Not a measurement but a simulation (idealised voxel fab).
process module | voxel gate over fins
cross-section cut | 260 nm wide | cells 5 nm
A cross-section is a grid of square cells, given in bands from the top down. A band is one or more rows of cells.
Each band's line starts with the height of the band's top and of its bottom, in nm. Then come its materials from left to right, each with its width in nm. One material with "throughout" fills the band from edge to edge. "air" is empty space.
Height 0 is the level under which the wafer as received is all one material. The lowest band goes on downwards, as in "0 down".
A width such as "30 to 40" changes by the same amount from each row of cells to the next, from the band's top row to its bottom row.
"no change" after a step means that no cell of the cross-section changed.
closed voids: empty space of 8 cells or more with no open way to the top, each as width x height at its distance from the left edge, in nm
after a step's settings: what the simulator itself notes on the step
overlay nm, on a step with a mask: how far to the right of its planned place the mask lay; to the left if negative
plan
1 op RECEIVE | material Si
2 op CONFORMAL_DEP | material SiN | thk nm 5
3 op MASKED_ETCH | tone cover | mask id FINS | width nm 15 | pitch nm 60 | etch materials SiN | depth nm 5 | overlay nm 0
4 op MASKED_ETCH | tone cover | mask id FINS | width nm 15 | pitch nm 60 | etch materials Si | depth nm 35 | overlay nm 0
5 op OXIDIZE | depth nm 5
6 op FILL_DEP | material SiO2 | thk nm 5
7 op CMP | height nm 5
8 op MASKED_ETCH | tone open | mask id RAIL | width nm 15 | etch materials SiO2 | depth nm 35 | overlay nm 0
9 op CONFORMAL_DEP | material TiN | thk nm 5
10 op FILL_DEP | material Ru | thk nm 10
11 op CMP | height nm 5
12 op SELECTIVE_ETCH | etch materials W Ru TiN | depth nm 20
13 op FILL_DEP | material SiO2 | thk nm 5
14 op CMP | height nm 5
15 op SELECTIVE_ETCH | etch materials SiO2 | depth nm 15
16 op STRIP | etch materials SiN
17 op CONFORMAL_DEP | material HfO2 | thk nm 5
18 op CONFORMAL_DEP | material TiN | thk nm 5
19 op FILL_DEP | material W | thk nm 15
20 op CMP | height nm 20
21 op CONFORMAL_DEP | material SiN | thk nm 10
first wafer, as planned
as received, after step 1
  0 down: Si throughout
  closed voids: none
after step 2
  5 to 0: SiN throughout
  below 0: unchanged
after step 3
  5 to 0: air 60 | SiN 15 | air 45 | SiN 15 | air 45 | SiN 15 | air 65
  below 0: unchanged
after step 4
  5 to 0: air 60 | SiN 15 | air 45 | SiN 15 | air 45 | SiN 15 | air 65
  0 to -35: air 60 | Si 15 | air 45 | Si 15 | air 45 | Si 15 | air 65
  below -35: unchanged
after step 5
  5 to 0: air 60 | SiN 15 | air 45 | SiN 15 | air 45 | SiN 15 | air 65
  0 to -35: air 60 | SiO2 5 | Si 5 | SiO2 5 | air 45 | SiO2 5 | Si 5 | SiO2 5 | air 45 | SiO2 5 | Si 5 | SiO2 5 | air 65
  -35 to -40: SiO2 65 | Si 5 | SiO2 55 | Si 5 | SiO2 55 | Si 5 | SiO2 70
  below -40: unchanged
after step 6
  10 to 5: SiO2 throughout
  5 to 0: SiO2 60 | SiN 15 | SiO2 45 | SiN 15 | SiO2 45 | SiN 15 | SiO2 65
  0 to -40: SiO2 65 | Si 5 | SiO2 55 | Si 5 | SiO2 55 | Si 5 | SiO2 70
  below -40: unchanged
after step 7
  5 to 0: SiO2 60 | SiN 15 | SiO2 45 | SiN 15 | SiO2 45 | SiN 15 | SiO2 65
  below 0: unchanged
after step 8
  5 to 0: SiO2 60 | SiN 15 | SiO2 15 | air 15 | SiO2 15 | SiN 15 | SiO2 45 | SiN 15 | SiO2 65
  0 to -30: SiO2 65 | Si 5 | SiO2 20 | air 15 | SiO2 20 | Si 5 | SiO2 55 | Si 5 | SiO2 70
  below -30: unchanged
after step 9
  10 to 5: TiN 95 | air 5 | TiN 160
  5 to 0: SiO2 60 | SiN 15 | SiO2 15 | TiN 5 | air 5 | TiN 5 | SiO2 15 | SiN 15 | SiO2 45 | SiN 15 | SiO2 65
  0 to -25: SiO2 65 | Si 5 | SiO2 20 | TiN 5 | air 5 | TiN 5 | SiO2 20 | Si 5 | SiO2 55 | Si 5 | SiO2 70
  -25 to -30: SiO2 65 | Si 5 | SiO2 20 | TiN 15 | SiO2 20 | Si 5 | SiO2 55 | Si 5 | SiO2 70
  below -30: unchanged
after step 10
  20 to 10: Ru throughout
  10 to 5: TiN 95 | Ru 5 | TiN 160
  5 to 0: SiO2 60 | SiN 15 | SiO2 15 | TiN 5 | Ru 5 | TiN 5 | SiO2 15 | SiN 15 | SiO2 45 | SiN 15 | SiO2 65
  0 to -25: SiO2 65 | Si 5 | SiO2 20 | TiN 5 | Ru 5 | TiN 5 | SiO2 20 | Si 5 | SiO2 55 | Si 5 | SiO2 70
  below -25: unchanged
after step 11
  5 to 0: SiO2 60 | SiN 15 | SiO2 15 | TiN 5 | Ru 5 | TiN 5 | SiO2 15 | SiN 15 | SiO2 45 | SiN 15 | SiO2 65
  below 0: unchanged
after step 12
  5 to 0: SiO2 60 | SiN 15 | SiO2 15 | air 15 | SiO2 15 | SiN 15 | SiO2 45 | SiN 15 | SiO2 65
  0 to -15: SiO2 65 | Si 5 | SiO2 20 | air 15 | SiO2 20 | Si 5 | SiO2 55 | Si 5 | SiO2 70
  below -15: unchanged
after step 13
  10 to 5: SiO2 throughout
  5 to 0: SiO2 60 | SiN 15 | SiO2 45 | SiN 15 | SiO2 45 | SiN 15 | SiO2 65
  0 to -15: SiO2 65 | Si 5 | SiO2 55 | Si 5 | SiO2 55 | Si 5 | SiO2 70
  below -15: unchanged
after step 14
  5 to 0: SiO2 60 | SiN 15 | SiO2 45 | SiN 15 | SiO2 45 | SiN 15 | SiO2 65
  below 0: unchanged
after step 15
  5 to 0: air 60 | SiN 15 | air 45 | SiN 15 | air 45 | SiN 15 | air 65
  0 to -10: air 65 | Si 5 | air 55 | Si 5 | air 55 | Si 5 | air 70
  below -10: unchanged
after step 16
  0 to -10: air 65 | Si 5 | air 55 | Si 5 | air 55 | Si 5 | air 70
  below -10: unchanged
after step 17
  5 to 0: air 60 | HfO2 15 | air 45 | HfO2 15 | air 45 | HfO2 15 | air 65
  0 to -5: air 60 | HfO2 5 | Si 5 | HfO2 5 | air 45 | HfO2 5 | Si 5 | HfO2 5 | air 45 | HfO2 5 | Si 5 | HfO2 5 | air 65
  -5 to -10: HfO2 65 | Si 5 | HfO2 55 | Si 5 | HfO2 55 | Si 5 | HfO2 70
  below -10: unchanged
after step 18
  10 to 5: air 55 | TiN 25 | air 35 | TiN 25 | air 35 | TiN 25 | air 60
  5 to 0: air 55 | TiN 5 | HfO2 15 | TiN 5 | air 35 | TiN 5 | HfO2 15 | TiN 5 | air 35 | TiN 5 | HfO2 15 | TiN 5 | air 60
  0 to -5: TiN 60 | HfO2 5 | Si 5 | HfO2 5 | TiN 45 | HfO2 5 | Si 5 | HfO2 5 | TiN 45 | HfO2 5 | Si 5 | HfO2 5 | TiN 65
  below -5: unchanged
after step 19
  25 to 10: W throughout
  10 to 5: W 55 | TiN 25 | W 35 | TiN 25 | W 35 | TiN 25 | W 60
  5 to 0: W 55 | TiN 5 | HfO2 15 | TiN 5 | W 35 | TiN 5 | HfO2 15 | TiN 5 | W 35 | TiN 5 | HfO2 15 | TiN 5 | W 60
  below 0: unchanged
after step 20
  20 to 10: W throughout
  below 10: unchanged
after step 21
  30 to 20: SiN throughout
  below 20: unchanged
second wafer: like start, like plan, one mistake. Through step 3 it matches the first wafer
when step 4 should have ended
  5 to 0: air 60 | SiN 15 | air 45 | SiN 15 | air 45 | SiN 15 | air 65
  0 to -70: air 60 | Si 15 | air 45 | Si 15 | air 45 | Si 15 | air 65
  below -70: unchanged
when step 5 should have ended
  5 to 0: air 60 | SiN 15 | air 45 | SiN 15 | air 45 | SiN 15 | air 65
  0 to -70: air 60 | SiO2 5 | Si 5 | SiO2 5 | air 45 | SiO2 5 | Si 5 | SiO2 5 | air 45 | SiO2 5 | Si 5 | SiO2 5 | air 65
  -70 to -75: SiO2 65 | Si 5 | SiO2 55 | Si 5 | SiO2 55 | Si 5 | SiO2 70
  below -75: unchanged
when step 6 should have ended
  10 to 5: SiO2 throughout
  5 to 0: SiO2 60 | SiN 15 | SiO2 45 | SiN 15 | SiO2 45 | SiN 15 | SiO2 65
  0 to -75: SiO2 65 | Si 5 | SiO2 55 | Si 5 | SiO2 55 | Si 5 | SiO2 70
  below -75: unchanged
when step 7 should have ended
  5 to 0: SiO2 60 | SiN 15 | SiO2 45 | SiN 15 | SiO2 45 | SiN 15 | SiO2 65
  below 0: unchanged
when step 8 should have ended
  5 to 0: SiO2 60 | SiN 15 | SiO2 15 | air 15 | SiO2 15 | SiN 15 | SiO2 45 | SiN 15 | SiO2 65
  0 to -30: SiO2 65 | Si 5 | SiO2 20 | air 15 | SiO2 20 | Si 5 | SiO2 55 | Si 5 | SiO2 70
  below -30: unchanged
when step 9 should have ended
  10 to 5: TiN 95 | air 5 | TiN 160
  5 to 0: SiO2 60 | SiN 15 | SiO2 15 | TiN 5 | air 5 | TiN 5 | SiO2 15 | SiN 15 | SiO2 45 | SiN 15 | SiO2 65
  0 to -25: SiO2 65 | Si 5 | SiO2 20 | TiN 5 | air 5 | TiN 5 | SiO2 20 | Si 5 | SiO2 55 | Si 5 | SiO2 70
  -25 to -30: SiO2 65 | Si 5 | SiO2 20 | TiN 15 | SiO2 20 | Si 5 | SiO2 55 | Si 5 | SiO2 70
  below -30: unchanged
when step 10 should have ended
  20 to 10: Ru throughout
  10 to 5: TiN 95 | Ru 5 | TiN 160
  5 to 0: SiO2 60 | SiN 15 | SiO2 15 | TiN 5 | Ru 5 | TiN 5 | SiO2 15 | SiN 15 | SiO2 45 | SiN 15 | SiO2 65
  0 to -25: SiO2 65 | Si 5 | SiO2 20 | TiN 5 | Ru 5 | TiN 5 | SiO2 20 | Si 5 | SiO2 55 | Si 5 | SiO2 70
  below -25: unchanged
when step 11 should have ended
  5 to 0: SiO2 60 | SiN 15 | SiO2 15 | TiN 5 | Ru 5 | TiN 5 | SiO2 15 | SiN 15 | SiO2 45 | SiN 15 | SiO2 65
  below 0: unchanged
when step 12 should have ended
  5 to 0: SiO2 60 | SiN 15 | SiO2 15 | air 15 | SiO2 15 | SiN 15 | SiO2 45 | SiN 15 | SiO2 65
  0 to -15: SiO2 65 | Si 5 | SiO2 20 | air 15 | SiO2 20 | Si 5 | SiO2 55 | Si 5 | SiO2 70
  below -15: unchanged
when step 13 should have ended
  10 to 5: SiO2 throughout
  5 to 0: SiO2 60 | SiN 15 | SiO2 45 | SiN 15 | SiO2 45 | SiN 15 | SiO2 65
  0 to -15: SiO2 65 | Si 5 | SiO2 55 | Si 5 | SiO2 55 | Si 5 | SiO2 70
  below -15: unchanged
when step 14 should have ended
  5 to 0: SiO2 60 | SiN 15 | SiO2 45 | SiN 15 | SiO2 45 | SiN 15 | SiO2 65
  below 0: unchanged
when step 15 should have ended
  5 to 0: air 60 | SiN 15 | air 45 | SiN 15 | air 45 | SiN 15 | air 65
  0 to -10: air 65 | Si 5 | air 55 | Si 5 | air 55 | Si 5 | air 70
  below -10: unchanged
when step 16 should have ended
  0 to -10: air 65 | Si 5 | air 55 | Si 5 | air 55 | Si 5 | air 70
  below -10: unchanged
when step 17 should have ended
  5 to 0: air 60 | HfO2 15 | air 45 | HfO2 15 | air 45 | HfO2 15 | air 65
  0 to -5: air 60 | HfO2 5 | Si 5 | HfO2 5 | air 45 | HfO2 5 | Si 5 | HfO2 5 | air 45 | HfO2 5 | Si 5 | HfO2 5 | air 65
  -5 to -10: HfO2 65 | Si 5 | HfO2 55 | Si 5 | HfO2 55 | Si 5 | HfO2 70
  below -10: unchanged
when step 18 should have ended
  10 to 5: air 55 | TiN 25 | air 35 | TiN 25 | air 35 | TiN 25 | air 60
  5 to 0: air 55 | TiN 5 | HfO2 15 | TiN 5 | air 35 | TiN 5 | HfO2 15 | TiN 5 | air 35 | TiN 5 | HfO2 15 | TiN 5 | air 60
  0 to -5: TiN 60 | HfO2 5 | Si 5 | HfO2 5 | TiN 45 | HfO2 5 | Si 5 | HfO2 5 | TiN 45 | HfO2 5 | Si 5 | HfO2 5 | TiN 65
  below -5: unchanged
when step 19 should have ended
  25 to 10: W throughout
  10 to 5: W 55 | TiN 25 | W 35 | TiN 25 | W 35 | TiN 25 | W 60
  5 to 0: W 55 | TiN 5 | HfO2 15 | TiN 5 | W 35 | TiN 5 | HfO2 15 | TiN 5 | W 35 | TiN 5 | HfO2 15 | TiN 5 | W 60
  below 0: unchanged
when step 20 should have ended
  20 to 10: W throughout
  below 10: unchanged
when step 21 should have ended
  30 to 20: SiN throughout
  below 20: unchanged
what went wrong: step 4 was run twice
at the end the second wafer has, in cells: 343 fewer of Si | 343 more of SiO2
